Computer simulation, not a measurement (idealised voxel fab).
Documented hereafter: the process module known as voxel transistor to metal.
Square cell edge 5 nm, section width 160 nm, ID cut.
If you're reading a cross-section in this doc, picture square cells in a grid; it comes to you as bands, top ones listed first down to the bottom, and a band can be one or more rows of cells. In this notation a band is specified by the heights of its top and bottom, in that order and in nm, after which its materials appear from left to right, each paired with its width in nm. The word "throughout" attached to a single material means that material fills the band from edge to edge; the word "empty" stands for empty space. Below 0: as-received wafer, all one material; heights counted from there. Lowest band: no bottom, goes on down, written "top 0, no bottom". A width such as "30->40" changes by the same amount from each row of cells to the next, from the band's top row to its bottom row. Any step labelled "no alteration" changed none of the cells in the cross-section. Enclosed voids (no open way to top), threshold 8 cells or more, entry "Closed internal cavities", notation width x height at distance, distance from left edge, nm. If you see something after the settings on a step's line, that's the simulator's own remark about that step. "overlay nm" answers the question of how far to the right of plan the mask lay on a step that has a mask, and when it is negative the answer is to the left. Reading key. Pairs: pre-step and post-step cross-section, one process step apart; post-step view only to lowest changed band. Step between + settings: beneath pair. Runs: pairs may be from different runs of this module, same starting wafer. Continuation from pair above: only where "Pre-processing view" entry says.

# Pre-processing view
  top 125, bottom 110 | resist=25, then empty=15, then resist=70, then empty=15, then resist=35
  top 110, bottom 95 | aC=25, then empty=15, then resist=5, then aC=65, then empty=15, then resist=5, then aC=30
  top 95, bottom 80 | SiO2=25, then empty=15, then aC=5, then SiO2=65, then empty=15, then aC=5, then SiO2=30
  top 80, bottom 70 | SiO2 throughout
  top 70, bottom 65 | SiCN throughout
  top 65, bottom 40 | lowk=20, then SiCN=5, then W=20, then SiCN=5, then lowk=55, then SiCN=5, then W=20, then SiCN=5, then lowk=25
  top 40, bottom 35 | SiCN=25, then TiN=20, then SiCN=65, then TiN=20, then SiCN=30
  top 35, bottom 25 | SiO2=25, then TiN=5, then Ru=10, then TiN=5, then SiO2=65, then TiN=5, then Ru=10, then TiN=5, then SiO2=30
  top 25, bottom 10 | SiO2=25, then TiN=5, then Ru=10, then TiN=5, then SiO2=5, then SiN=10, then HfO2=5, then TiN=5, then W=15, then TiN=5, then HfO2=5, then SiN=10, then SiO2=5, then TiN=5, then Ru=10, then TiN=5, then SiO2=30
  top 10, bottom 5 | SiO2=25, then TiN=20, then SiO2=5, then SiN=10, then HfO2=5, then TiN=25, then HfO2=5, then SiN=10, then SiO2=5, then TiN=20, then SiO2=30
  top 5, bottom 0 | SiO2=5, then SiN=10, then SiO2=5, then pSi=30, then SiO2=10, then HfO2=35, then SiO2=10, then pSi=30, then SiO2=5, then SiN=10, then SiO2=10
  top 0, bottom -5 | SiO2=25, then Si=105, then SiO2=30
  top -5, bottom -25 | SiO2=15, then Si=125, then SiO2=20
  top -25, no bottom | Si throughout
  Closed internal cavities: none

# As Processed
  top 110, bottom 95 | aC=25, then empty=20, then aC=65, then empty=20, then aC=30
  Under the height 95 nothing was changed.
  Closed internal cavities: none
The structure goes from the before cross-section above to the after cross-section through op STRIP | etch materials resist

Pre-processing view: see the after view in the pair directly above.

# As Processed
  top 110, bottom 95 | aC=25, then empty=20, then aC=65, then empty=20, then aC=30
  top 95, bottom 80 | SiO2=25, then empty=15, then aC=5, then SiO2=65, then empty=15, then aC=5, then SiO2=30
  top 80, bottom 70 | SiO2=25, then empty=15, then SiO2=70, then empty=15, then SiO2=35
  Under the height 70 nothing was changed.
  Closed internal cavities: none
The structure goes from the before cross-section above to the after cross-section through op DIRECTIONAL_ETCH | etch materials SiO2 | depth nm 10

Pre-processing view: see the after view in the pair directly above.

# As Processed
  top 110, bottom 95 | aC=25, then empty=20, then aC=65, then empty=20, then aC=30
  top 95, bottom 80 | SiO2=25, then empty=15, then aC=5, then SiO2=65, then empty=15, then aC=5, then SiO2=30
  top 80, bottom 70 | SiO2=25, then empty=15, then SiO2=70, then empty=15, then SiO2=35
  top 70, bottom 65 | SiCN=25, then empty=15, then SiCN=70, then empty=15, then SiCN=35
  Under the height 65 nothing was changed.
  Closed internal cavities: none
The structure goes from the before cross-section above to the after cross-section through op DIRECTIONAL_ETCH | etch materials SiCN | depth nm 5

Pre-processing view: see the after view in the pair directly above.

# As Processed
  top 95, bottom 80 | SiO2=25, then empty=20, then SiO2=65, then empty=20, then SiO2=30
  Under the height 80 nothing was changed.
  Closed internal cavities: none
The structure goes from the before cross-section above to the after cross-section through op STRIP | etch materials aC

Pre-processing view: see the after view in the pair directly above.

# As Processed
  top 100, bottom 95 | TiN=30, then empty=10, then TiN=75, then empty=10, then TiN=35
  top 95, bottom 85 | SiO2=25, then TiN=5, then empty=10, then TiN=5, then SiO2=65, then TiN=5, then empty=10, then TiN=5, then SiO2=30
  top 85, bottom 80 | SiO2=25, then TiN=5, then empty=5, then TiN=10, then SiO2=65, then TiN=5, then empty=5, then TiN=10, then SiO2=30
  top 80, bottom 70 | SiO2=25, then TiN=5, then empty=5, then TiN=5, then SiO2=70, then TiN=5, then empty=5, then TiN=5, then SiO2=35
  top 70, bottom 65 | SiCN=25, then TiN=15, then SiCN=70, then TiN=15, then SiCN=35
  Under the height 65 nothing was changed.
  Closed internal cavities: none
The structure goes from the before cross-section above to the after cross-section through op CONFORMAL_DEP | material TiN | thk nm 5

Pre-processing view: see the after view in the pair directly above.

# As Processed
  top 105, bottom 100 | Cu throughout
  top 100, bottom 95 | TiN=30, then Cu=10, then TiN=75, then Cu=10, then TiN=35
  top 95, bottom 85 | SiO2=25, then TiN=5, then Cu=10, then TiN=5, then SiO2=65, then TiN=5, then Cu=10, then TiN=5, then SiO2=30
  top 85, bottom 80 | SiO2=25, then TiN=5, then Cu=5, then TiN=10, then SiO2=65, then TiN=5, then Cu=5, then TiN=10, then SiO2=30
  top 80, bottom 70 | SiO2=25, then TiN=5, then Cu=5, then TiN=5, then SiO2=70, then TiN=5, then Cu=5, then TiN=5, then SiO2=35
  Under the height 70 nothing was changed.
  Closed internal cavities: none
The structure goes from the before cross-section above to the after cross-section through op FILL_DEP | material Cu | thk nm 5

Pre-processing view: see the after view in the pair directly above.

# As Processed
  top 95, bottom 85 | SiO2=25, then TiN=5, then Cu=10, then TiN=5, then SiO2=65, then TiN=5, then Cu=10, then TiN=5, then SiO2=30
  Under the height 85 nothing was changed.
  Closed internal cavities: none
The structure goes from the before cross-section above to the after cross-section through op CMP | height nm 95

Pre-processing view: see the after view in the pair directly above.

# As Processed
  top 100, bottom 95 | SiCN throughout
  Under the height 95 nothing was changed.
  Closed internal cavities: none
The structure goes from the before cross-section above to the after cross-section through op CONFORMAL_DEP | material SiCN | thk nm 5

# Pre-processing view
  top 40, bottom 30 | empty=60, then SiO2=5, then SiCN=25, then SiO2=5, then empty=65
  top 30, bottom 0 | empty=60, then SiO2=5, then polySi=25, then SiO2=5, then empty=65
  top 0, bottom -5 | SiO2 throughout
  top -5, bottom -25 | SiO2=15, then Si=125, then SiO2=20
  top -25, no bottom | Si throughout
  Closed internal cavities: none

# As Processed
  top 55, bottom 40 | empty=45, then SiN=65, then empty=50
  top 40, bottom 30 | empty=45, then SiN=15, then SiO2=5, then SiCN=25, then SiO2=5, then SiN=15, then empty=50
  top 30, bottom 15 | empty=45, then SiN=15, then SiO2=5, then polySi=25, then SiO2=5, then SiN=15, then empty=50
  top 15, bottom 0 | SiN=60, then SiO2=5, then polySi=25, then SiO2=5, then SiN=65
  Under the height 0 nothing was changed.
  Closed internal cavities: none
The structure goes from the before cross-section above to the after cross-section through op CONFORMAL_DEP | material SiN | thk nm 15

Pre-processing view: see the after view in the pair directly above.

# As Processed
  top 45, bottom 40 | empty=45, then SiN=65, then empty=50
  top 40, bottom 30 | empty=45, then SiN=15, then SiO2=5, then SiCN=25, then SiO2=5, then SiN=15, then empty=50
  top 30, bottom 5 | empty=45, then SiN=15, then SiO2=5, then polySi=25, then SiO2=5, then SiN=15, then empty=50
  Under the height 5 nothing was changed.
  Closed internal cavities: none
The structure goes from the before cross-section above to the after cross-section through op DIRECTIONAL_ETCH | etch materials SiN | depth nm 10

Pre-processing view: see the after view in the pair directly above.

# As Processed
  top 55, bottom 45 | SiO2 throughout
  top 45, bottom 40 | SiO2=45, then SiN=65, then SiO2=50
  top 40, bottom 30 | SiO2=45, then SiN=15, then SiO2=5, then SiCN=25, then SiO2=5, then SiN=15, then SiO2=50
  top 30, bottom 5 | SiO2=45, then SiN=15, then SiO2=5, then polySi=25, then SiO2=5, then SiN=15, then SiO2=50
  Under the height 5 nothing was changed.
  Closed internal cavities: none
The structure goes from the before cross-section above to the after cross-section through op FILL_DEP | material SiO2 | thk nm 10

Pre-processing view: see the after view in the pair directly above.

# As Processed
  top 30, bottom 5 | SiO2=45, then SiN=15, then SiO2=5, then polySi=25, then SiO2=5, then SiN=15, then SiO2=50
  Under the height 5 nothing was changed.
  Closed internal cavities: none
The structure goes from the before cross-section above to the after cross-section through op CMP | height nm 30

Pre-processing view: see the after view in the pair directly above.

# As Processed
  top 30, bottom 5 | SiO2=45, then SiN=15, then SiO2=5, then empty=25, then SiO2=5, then SiN=15, then SiO2=50
  top 5, bottom 0 | SiN=60, then SiO2=5, then empty=25, then SiO2=5, then SiN=65
  Under the height 0 nothing was changed.
  Closed internal cavities: none
The structure goes from the before cross-section above to the after cross-section through op STRIP | etch materials polySi

Pre-processing view: see the after view in the pair directly above.

# As Processed
  top 30, bottom 25 | empty=45, then SiN=15, then empty=35, then SiN=15, then empty=50
  top 25, bottom 5 | SiO2=45, then SiN=15, then empty=35, then SiN=15, then SiO2=50
  top 5, bottom 0 | SiN=60, then empty=35, then SiN=65
  top 0, bottom -5 | SiO2=60, then empty=35, then SiO2=65
  Under the height -5 nothing was changed.
  Closed internal cavities: none
The structure goes from the before cross-section above to the after cross-section through op SELECTIVE_ETCH | etch materials SiO2 | depth nm 5

Pre-processing view: see the after view in the pair directly above.

# As Processed
  top 35, bottom 30 | empty=40, then HfO2=25, then empty=25, then HfO2=25, then empty=45
  top 30, bottom 25 | HfO2=45, then SiN=15, then HfO2=5, then empty=25, then HfO2=5, then SiN=15, then HfO2=50
  top 25, bottom 5 | SiO2=45, then SiN=15, then HfO2=5, then empty=25, then HfO2=5, then SiN=15, then SiO2=50
  top 5, bottom 0 | SiN=60, then HfO2=5, then empty=25, then HfO2=5, then SiN=65
  top 0, bottom -5 | SiO2=60, then HfO2=35, then SiO2=65
  Under the height -5 nothing was changed.
  Closed internal cavities: none
The structure goes from the before cross-section above to the after cross-section through op CONFORMAL_DEP | material HfO2 | thk nm 5

Pre-processing view: see the after view in the pair directly above.

# As Processed
  top 40, bottom 35 | empty=35, then TiN=35, then empty=15, then TiN=35, then empty=40
  top 35, bottom 30 | TiN=40, then HfO2=25, then TiN=5, then empty=15, then TiN=5, then HfO2=25, then TiN=45
  top 30, bottom 25 | HfO2=45, then SiN=15, then HfO2=5, then TiN=5, then empty=15, then TiN=5, then HfO2=5, then SiN=15, then HfO2=50
  top 25, bottom 5 | SiO2=45, then SiN=15, then HfO2=5, then TiN=5, then empty=15, then TiN=5, then HfO2=5, then SiN=15, then SiO2=50
  top 5, bottom 0 | SiN=60, then HfO2=5, then TiN=25, then HfO2=5, then SiN=65
  Under the height 0 nothing was changed.
  Closed internal cavities: none
The structure goes from the before cross-section above to the after cross-section through op CONFORMAL_DEP | material TiN | thk nm 5

Pre-processing view: see the after view in the pair directly above.

# As Processed
  top 45, bottom 40 | W throughout
  top 40, bottom 35 | W=35, then TiN=35, then W=15, then TiN=35, then W=40
  top 35, bottom 30 | TiN=40, then HfO2=25, then TiN=5, then W=15, then TiN=5, then HfO2=25, then TiN=45
  top 30, bottom 25 | HfO2=45, then SiN=15, then HfO2=5, then TiN=5, then W=15, then TiN=5, then HfO2=5, then SiN=15, then HfO2=50
  top 25, bottom 5 | SiO2=45, then SiN=15, then HfO2=5, then TiN=5, then W=15, then TiN=5, then HfO2=5, then SiN=15, then SiO2=50
  Under the height 5 nothing was changed.
  Closed internal cavities: none
The structure goes from the before cross-section above to the after cross-section through op FILL_DEP | material W | thk nm 5

Pre-processing view: see the after view in the pair directly above.

# As Processed
  top 25, bottom 5 | SiO2=45, then SiN=15, then HfO2=5, then TiN=5, then W=15, then TiN=5, then HfO2=5, then SiN=15, then SiO2=50
  Under the height 5 nothing was changed.
  Closed internal cavities: none
The structure goes from the before cross-section above to the after cross-section through op CMP | height nm 25

Pre-processing view: see the after view in the pair directly above.

# As Processed
  top 35, bottom 25 | SiO2 throughout
  Under the height 25 nothing was changed.
  Closed internal cavities: none
The structure goes from the before cross-section above to the after cross-section through op DIRECTIONAL_DEP | material SiO2 | thk nm 10

Pre-processing view: see the after view in the pair directly above.

# As Processed
  top 55, bottom 35 | resist=25, then empty=20, then resist=65, then empty=20, then resist=30
  Under the height 35 nothing was changed.
  Closed internal cavities: none
The structure goes from the before cross-section above to the after cross-section through op PATTERN | tone open | mask id CONTACT | material resist | width nm 20 | pitch nm 85 | thk nm 20 | overlay nm 0

Pre-processing view: see the after view in the pair directly above.

# As Processed
  top 55, bottom 35 | resist=25, then empty=20, then resist=65, then empty=20, then resist=30
  top 35, bottom 25 | SiO2=25, then empty=20, then SiO2=65, then empty=20, then SiO2=30
  top 25, bottom 5 | SiO2=25, then empty=20, then SiN=15, then HfO2=5, then TiN=5, then W=15, then TiN=5, then HfO2=5, then SiN=15, then empty=20, then SiO2=30
  Under the height 5 nothing was changed.
  Closed internal cavities: none
The structure goes from the before cross-section above to the after cross-section through op DIRECTIONAL_ETCH | etch materials SiO2 | depth nm 35

Pre-processing view: see the after view in the pair directly above.

# As Processed
  top 35, bottom 25 | SiO2=25, then empty=20, then SiO2=65, then empty=20, then SiO2=30
  Under the height 25 nothing was changed.
  Closed internal cavities: none
The structure goes from the before cross-section above to the after cross-section through op STRIP | etch materials resist

Pre-processing view: see the after view in the pair directly above.

# As Processed
  top 40, bottom 35 | TiN=30, then empty=10, then TiN=75, then empty=10, then TiN=35
  top 35, bottom 25 | SiO2=25, then TiN=5, then empty=10, then TiN=5, then SiO2=65, then TiN=5, then empty=10, then TiN=5, then SiO2=30
  top 25, bottom 10 | SiO2=25, then TiN=5, then empty=10, then TiN=5, then SiN=15, then HfO2=5, then TiN=5, then W=15, then TiN=5, then HfO2=5, then SiN=15, then TiN=5, then empty=10, then TiN=5, then SiO2=30
  top 10, bottom 5 | SiO2=25, then TiN=20, then SiN=15, then HfO2=5, then TiN=5, then W=15, then TiN=5, then HfO2=5, then SiN=15, then TiN=20, then SiO2=30
  Under the height 5 nothing was changed.
  Closed internal cavities: none
The structure goes from the before cross-section above to the after cross-section through op CONFORMAL_DEP | material TiN | thk nm 5

Pre-processing view: see the after view in the pair directly above.

# As Processed
  top 45, bottom 40 | Ru throughout
  top 40, bottom 35 | TiN=30, then Ru=10, then TiN=75, then Ru=10, then TiN=35
  top 35, bottom 25 | SiO2=25, then TiN=5, then Ru=10, then TiN=5, then SiO2=65, then TiN=5, then Ru=10, then TiN=5, then SiO2=30
  top 25, bottom 10 | SiO2=25, then TiN=5, then Ru=10, then TiN=5, then SiN=15, then HfO2=5, then TiN=5, then W=15, then TiN=5, then HfO2=5, then SiN=15, then TiN=5, then Ru=10, then TiN=5, then SiO2=30
  Under the height 10 nothing was changed.
  Closed internal cavities: none
The structure goes from the before cross-section above to the after cross-section through op FILL_DEP | material Ru | thk nm 5

Pre-processing view: see the after view in the pair directly above.

# As Processed
  top 35, bottom 25 | SiO2=25, then TiN=5, then Ru=10, then TiN=5, then SiO2=65, then TiN=5, then Ru=10, then TiN=5, then SiO2=30
  Under the height 25 nothing was changed.
  Closed internal cavities: none
The structure goes from the before cross-section above to the after cross-section through op CMP | height nm 35

Pre-processing view: see the after view in the pair directly above.

# As Processed
  top 40, bottom 35 | TiN throughout
  Under the height 35 nothing was changed.
  Closed internal cavities: none
The structure goes from the before cross-section above to the after cross-section through op DIRECTIONAL_DEP | material TiN | thk nm 5

Pre-processing view: see the after view in the pair directly above.

# As Processed
  top 65, bottom 40 | W throughout
  Under the height 40 nothing was changed.
  Closed internal cavities: none
The structure goes from the before cross-section above to the after cross-section through op DIRECTIONAL_DEP | material W | thk nm 25

Pre-processing view: see the after view in the pair directly above.

# As Processed
  top 65, bottom 40 | empty=25, then W=20, then empty=65, then W=20, then empty=30
  Under the height 40 nothing was changed.
  Closed internal cavities: none
The structure goes from the before cross-section above to the after cross-section through op MASKED_ETCH | tone cover | mask id METAL_1 | width nm 20 | pitch nm 85 | etch materials W | depth nm 25 | overlay nm 0

Pre-processing view: see the after view in the pair directly above.

# As Processed
  top 65, bottom 40 | empty=25, then W=20, then empty=65, then W=20, then empty=30
  top 40, bottom 35 | empty=25, then TiN=20, then empty=65, then TiN=20, then empty=30
  Under the height 35 nothing was changed.
  Closed internal cavities: none
The structure goes from the before cross-section above to the after cross-section through op MASKED_ETCH | tone cover | mask id METAL_1 | width nm 20 | pitch nm 85 | etch materials TiN | depth nm 5 | overlay nm 0

Pre-processing view: see the after view in the pair directly above.

# As Processed
  top 70, bottom 65 | empty=20, then SiCN=30, then empty=55, then SiCN=30, then empty=25
  top 65, bottom 40 | empty=20, then SiCN=5, then W=20, then SiCN=5, then empty=55, then SiCN=5, then W=20, then SiCN=5, then empty=25
  top 40, bottom 35 | SiCN=25, then TiN=20, then SiCN=65, then TiN=20, then SiCN=30
  Under the height 35 nothing was changed.
  Closed internal cavities: none
The structure goes from the before cross-section above to the after cross-section through op CONFORMAL_DEP | material SiCN | thk nm 5

Pre-processing view: see the after view in the pair directly above.

# As Processed
  top 80, bottom 70 | lowk throughout
  top 70, bottom 65 | lowk=20, then SiCN=30, then lowk=55, then SiCN=30, then lowk=25
  top 65, bottom 40 | lowk=20, then SiCN=5, then W=20, then SiCN=5, then lowk=55, then SiCN=5, then W=20, then SiCN=5, then lowk=25
  Under the height 40 nothing was changed.
  Closed internal cavities: none
The structure goes from the before cross-section above to the after cross-section through op FILL_DEP | material lowk | thk nm 10

Pre-processing view: see the after view in the pair directly above.

# As Processed
  top 65, bottom 40 | lowk=20, then SiCN=5, then W=20, then SiCN=5, then lowk=55, then SiCN=5, then W=20, then SiCN=5, then lowk=25
  Under the height 40 nothing was changed.
  Closed internal cavities: none
The structure goes from the before cross-section above to the after cross-section through op CMP | height nm 65

Pre-processing view: see the after view in the pair directly above.

# As Processed
  top 70, bottom 65 | SiCN throughout
  Under the height 65 nothing was changed.
  Closed internal cavities: none
The structure goes from the before cross-section above to the after cross-section through op CONFORMAL_DEP | material SiCN | thk nm 5

Pre-processing view: see the after view in the pair directly above.

# As Processed
  top 95, bottom 70 | SiO2 throughout
  Under the height 70 nothing was changed.
  Closed internal cavities: none
The structure goes from the before cross-section above to the after cross-section through op DIRECTIONAL_DEP | material SiO2 | thk nm 25

Pre-processing view: see the after view in the pair directly above.

# As Processed
  top 95, bottom 80 | SiO2=25, then empty=20, then SiO2=65, then empty=20, then SiO2=30
  Under the height 80 nothing was changed.
  Closed internal cavities: none
The structure goes from the before cross-section above to the after cross-section through op MASKED_ETCH | tone open | mask id METAL_2 | width nm 20 | pitch nm 85 | etch materials SiO2 | depth nm 15 | overlay nm 0

Pre-processing view: see the after view in the pair directly above.

# As Processed
  top 110, bottom 95 | aC=25, then empty=20, then aC=65, then empty=20, then aC=30
  top 95, bottom 80 | SiO2=25, then aC=20, then SiO2=65, then aC=20, then SiO2=30
  Under the height 80 nothing was changed.
  Closed internal cavities: none
The structure goes from the before cross-section above to the after cross-section through op DIRECTIONAL_DEP | material aC | thk nm 15

Pre-processing view: see the after view in the pair directly above.

# As Processed
  top 140, bottom 110 | resist=25, then empty=15, then resist=70, then empty=15, then resist=35
  top 110, bottom 95 | aC=25, then empty=15, then resist=5, then aC=65, then empty=15, then resist=5, then aC=30
  Under the height 95 nothing was changed.
  Closed internal cavities: none
The structure goes from the before cross-section above to the after cross-section through op PATTERN | tone open | mask id METAL_2_HOLES | material resist | width nm 15 | pitch nm 85 | thk nm 30 | overlay nm 0

Pre-processing view: see the after view in the pair directly above.

# As Processed
  top 125, bottom 110 | resist=25, then empty=15, then resist=70, then empty=15, then resist=35
  top 110, bottom 95 | aC=25, then empty=15, then resist=5, then aC=65, then empty=15, then resist=5, then aC=30
  top 95, bottom 80 | SiO2=25, then empty=15, then aC=5, then SiO2=65, then empty=15, then aC=5, then SiO2=30
  Under the height 80 nothing was changed.
  Closed internal cavities: none
The structure goes from the before cross-section above to the after cross-section through op DIRECTIONAL_ETCH | etch materials aC | depth nm 15

Pre-processing view: see the after view in the pair directly above.

# As Processed
  top 110, bottom 95 | aC=25, then empty=20, then aC=65, then empty=20, then aC=30
  Under the height 95 nothing was changed.
  Closed internal cavities: none
The structure goes from the before cross-section above to the after cross-section through op STRIP | etch materials resist

Pre-processing view: see the after view in the pair directly above.

# As Processed
  top 110, bottom 95 | aC=25, then empty=20, then aC=65, then empty=20, then aC=30
  top 95, bottom 80 | SiO2=25, then empty=15, then aC=5, then SiO2=65, then empty=15, then aC=5, then SiO2=30
  top 80, bottom 70 | SiO2=25, then empty=15, then SiO2=70, then empty=15, then SiO2=35
  Under the height 70 nothing was changed.
  Closed internal cavities: none
The structure goes from the before cross-section above to the after cross-section through op DIRECTIONAL_ETCH | etch materials SiO2 | depth nm 10

Pre-processing view: see the after view in the pair directly above.

# As Processed
  top 110, bottom 95 | aC=25, then empty=20, then aC=65, then empty=20, then aC=30
  top 95, bottom 80 | SiO2=25, then empty=15, then aC=5, then SiO2=65, then empty=15, then aC=5, then SiO2=30
  top 80, bottom 70 | SiO2=25, then empty=15, then SiO2=70, then empty=15, then SiO2=35
  top 70, bottom 65 | SiCN=25, then empty=15, then SiCN=70, then empty=15, then SiCN=35
  Under the height 65 nothing was changed.
  Closed internal cavities: none
The structure goes from the before cross-section above to the after cross-section through op DIRECTIONAL_ETCH | etch materials SiCN | depth nm 5

Pre-processing view: see the after view in the pair directly above.

# As Processed
  top 95, bottom 80 | SiO2=25, then empty=20, then SiO2=65, then empty=20, then SiO2=30
  Under the height 80 nothing was changed.
  Closed internal cavities: none
The structure goes from the before cross-section above to the after cross-section through op STRIP | etch materials aC

Pre-processing view: see the after view in the pair directly above.

# As Processed
  top 100, bottom 95 | TiN=30, then empty=10, then TiN=75, then empty=10, then TiN=35
  top 95, bottom 85 | SiO2=25, then TiN=5, then empty=10, then TiN=5, then SiO2=65, then TiN=5, then empty=10, then TiN=5, then SiO2=30
  top 85, bottom 80 | SiO2=25, then TiN=5, then empty=5, then TiN=10, then SiO2=65, then TiN=5, then empty=5, then TiN=10, then SiO2=30
  top 80, bottom 70 | SiO2=25, then TiN=5, then empty=5, then TiN=5, then SiO2=70, then TiN=5, then empty=5, then TiN=5, then SiO2=35
  top 70, bottom 65 | SiCN=25, then TiN=15, then SiCN=70, then TiN=15, then SiCN=35
  Under the height 65 nothing was changed.
  Closed internal cavities: none
The structure goes from the before cross-section above to the after cross-section through op CONFORMAL_DEP | material TiN | thk nm 5

Pre-processing view: see the after view in the pair directly above.

# As Processed
  top 105, bottom 100 | Cu throughout
  top 100, bottom 95 | TiN=30, then Cu=10, then TiN=75, then Cu=10, then TiN=35
  top 95, bottom 85 | SiO2=25, then TiN=5, then Cu=10, then TiN=5, then SiO2=65, then TiN=5, then Cu=10, then TiN=5, then SiO2=30
  top 85, bottom 80 | SiO2=25, then TiN=5, then Cu=5, then TiN=10, then SiO2=65, then TiN=5, then Cu=5, then TiN=10, then SiO2=30
  top 80, bottom 70 | SiO2=25, then TiN=5, then Cu=5, then TiN=5, then SiO2=70, then TiN=5, then Cu=5, then TiN=5, then SiO2=35
  Under the height 70 nothing was changed.
  Closed internal cavities: none
The structure goes from the before cross-section above to the after cross-section through op FILL_DEP | material Cu | thk nm 5

Pre-processing view: see the after view in the pair directly above.

# As Processed
  top 95, bottom 85 | SiO2=25, then TiN=5, then Cu=10, then TiN=5, then SiO2=65, then TiN=5, then Cu=10, then TiN=5, then SiO2=30
  Under the height 85 nothing was changed.
  Closed internal cavities: none
The structure goes from the before cross-section above to the after cross-section through op CMP | height nm 95

Pre-processing view: see the after view in the pair directly above.

# As Processed
  top 100, bottom 95 | SiCN throughout
  Under the height 95 nothing was changed.
  Closed internal cavities: none
The structure goes from the before cross-section above to the after cross-section through op CONFORMAL_DEP | material SiCN | thk nm 5

# Pre-processing view
  top 110, bottom 95 | aC=25, then empty=20, then aC=65, then empty=20, then aC=30
  top 95, bottom 80 | SiO2=25, then aC=20, then SiO2=65, then aC=20, then SiO2=30
  top 80, bottom 70 | SiO2 throughout
  top 70, bottom 65 | SiCN throughout
  top 65, bottom 40 | lowk=20, then SiCN=5, then W=20, then SiCN=5, then lowk=55, then SiCN=5, then W=20, then SiCN=5, then lowk=25
  top 40, bottom 35 | SiCN=25, then TiN=20, then SiCN=65, then TiN=20, then SiCN=30
  top 35, bottom 25 | SiO2=25, then TiN=5, then Ru=10, then TiN=5, then SiO2=65, then TiN=5, then Ru=10, then TiN=5, then SiO2=30
  top 25, bottom 5 | SiO2=25, then TiN=5, then Ru=10, then TiN=5, then SiO2=5, then SiN=10, then HfO2=5, then TiN=5, then W=15, then TiN=5, then HfO2=5, then SiN=10, then SiO2=5, then TiN=5, then Ru=10, then TiN=5, then SiO2=30
  top 5, bottom 0 | SiO2=25, then TiN=20, then SiO2=5, then SiN=10, then HfO2=5, then TiN=25, then HfO2=5, then SiN=10, then SiO2=5, then TiN=20, then SiO2=30
  top 0, bottom -5 | SiO2=10, then pSi=40, then SiO2=10, then HfO2=35, then SiO2=10, then pSi=40, then SiO2=15
  top -5, bottom -25 | SiO2=15, then Si=125, then SiO2=20
  top -25, no bottom | Si throughout
  Closed internal cavities: none

# As Processed
  top 140, bottom 110 | resist=25, then empty=20, then resist=65, then empty=20, then resist=30
  Under the height 110 nothing was changed.
  Closed internal cavities: none
The structure goes from the before cross-section above to the after cross-section through op PATTERN | tone open | mask id METAL_2_HOLES | material resist | width nm 20 | pitch nm 85 | thk nm 30 | overlay nm 0

Pre-processing view: see the after view in the pair directly above.

# As Processed
  top 125, bottom 110 | resist=25, then empty=20, then resist=65, then empty=20, then resist=30
  top 110, bottom 95 | aC=25, then empty=20, then aC=65, then empty=20, then aC=30
  top 95, bottom 80 | SiO2=25, then empty=20, then SiO2=65, then empty=20, then SiO2=30
  Under the height 80 nothing was changed.
  Closed internal cavities: none
The structure goes from the before cross-section above to the after cross-section through op DIRECTIONAL_ETCH | etch materials aC | depth nm 15

Pre-processing view: see the after view in the pair directly above.

# As Processed
  top 110, bottom 95 | aC=25, then empty=20, then aC=65, then empty=20, then aC=30
  Under the height 95 nothing was changed.
  Closed internal cavities: none
The structure goes from the before cross-section above to the after cross-section through op STRIP | etch materials resist

Pre-processing view: see the after view in the pair directly above.

# As Processed
  top 110, bottom 95 | aC=25, then empty=20, then aC=65, then empty=20, then aC=30
  top 95, bottom 70 | SiO2=25, then empty=20, then SiO2=65, then empty=20, then SiO2=30
  Under the height 70 nothing was changed.
  Closed internal cavities: none
The structure goes from the before cross-section above to the after cross-section through op DIRECTIONAL_ETCH | etch materials SiO2 | depth nm 10

Pre-processing view: see the after view in the pair directly above.

# As Processed
  top 110, bottom 95 | aC=25, then empty=20, then aC=65, then empty=20, then aC=30
  top 95, bottom 70 | SiO2=25, then empty=20, then SiO2=65, then empty=20, then SiO2=30
  top 70, bottom 65 | SiCN=25, then empty=20, then SiCN=65, then empty=20, then SiCN=30
  Under the height 65 nothing was changed.
  Closed internal cavities: none
The structure goes from the before cross-section above to the after cross-section through op DIRECTIONAL_ETCH | etch materials SiCN | depth nm 5

Pre-processing view: see the after view in the pair directly above.

# As Processed
  top 95, bottom 70 | SiO2=25, then empty=20, then SiO2=65, then empty=20, then SiO2=30
  Under the height 70 nothing was changed.
  Closed internal cavities: none
The structure goes from the before cross-section above to the after cross-section through op STRIP | etch materials aC

Pre-processing view: see the after view in the pair directly above.

# As Processed
  top 100, bottom 95 | TiN=30, then empty=10, then TiN=75, then empty=10, then TiN=35
  top 95, bottom 70 | SiO2=25, then TiN=5, then empty=10, then TiN=5, then SiO2=65, then TiN=5, then empty=10, then TiN=5, then SiO2=30
  top 70, bottom 65 | SiCN=25, then TiN=20, then SiCN=65, then TiN=20, then SiCN=30
  Under the height 65 nothing was changed.
  Closed internal cavities: none
The structure goes from the before cross-section above to the after cross-section through op CONFORMAL_DEP | material TiN | thk nm 5

Pre-processing view: see the after view in the pair directly above.

# As Processed
  top 105, bottom 100 | Cu throughout
  top 100, bottom 95 | TiN=30, then Cu=10, then TiN=75, then Cu=10, then TiN=35
  top 95, bottom 70 | SiO2=25, then TiN=5, then Cu=10, then TiN=5, then SiO2=65, then TiN=5, then Cu=10, then TiN=5, then SiO2=30
  Under the height 70 nothing was changed.
  Closed internal cavities: none
The structure goes from the before cross-section above to the after cross-section through op FILL_DEP | material Cu | thk nm 5

Pre-processing view: see the after view in the pair directly above.

# As Processed
  top 95, bottom 70 | SiO2=25, then TiN=5, then Cu=10, then TiN=5, then SiO2=65, then TiN=5, then Cu=10, then TiN=5, then SiO2=30
  Under the height 70 nothing was changed.
  Closed internal cavities: none
The structure goes from the before cross-section above to the after cross-section through op CMP | height nm 95

Pre-processing view: see the after view in the pair directly above.

# As Processed
  top 100, bottom 95 | SiCN throughout
  Under the height 95 nothing was changed.
  Closed internal cavities: none
The structure goes from the before cross-section above to the after cross-section through op CONFORMAL_DEP | material SiCN | thk nm 5

# Pre-processing view
  top 35, bottom 25 | SiO2 throughout
  top 25, bottom 5 | SiO2=50, then SiN=10, then HfO2=5, then TiN=5, then W=15, then TiN=5, then HfO2=5, then SiN=10, then SiO2=55
  top 5, bottom 0 | SiO2=50, then SiN=10, then HfO2=5, then TiN=25, then HfO2=5, then SiN=10, then SiO2=55
  top 0, bottom -5 | SiO2=10, then pSi=40, then SiO2=10, then HfO2=35, then SiO2=10, then pSi=40, then SiO2=15
  top -5, bottom -25 | SiO2=15, then Si=125, then SiO2=20
  top -25, no bottom | Si throughout
  Closed internal cavities: none

# As Processed
  top 55, bottom 35 | resist=30, then empty=20, then resist=65, then empty=20, then resist=25
  Under the height 35 nothing was changed.
  Closed internal cavities: none
The structure goes from the before cross-section above to the after cross-section through op PATTERN | tone open | mask id CONTACT | material resist | width nm 20 | pitch nm 85 | thk nm 20 | overlay nm 5
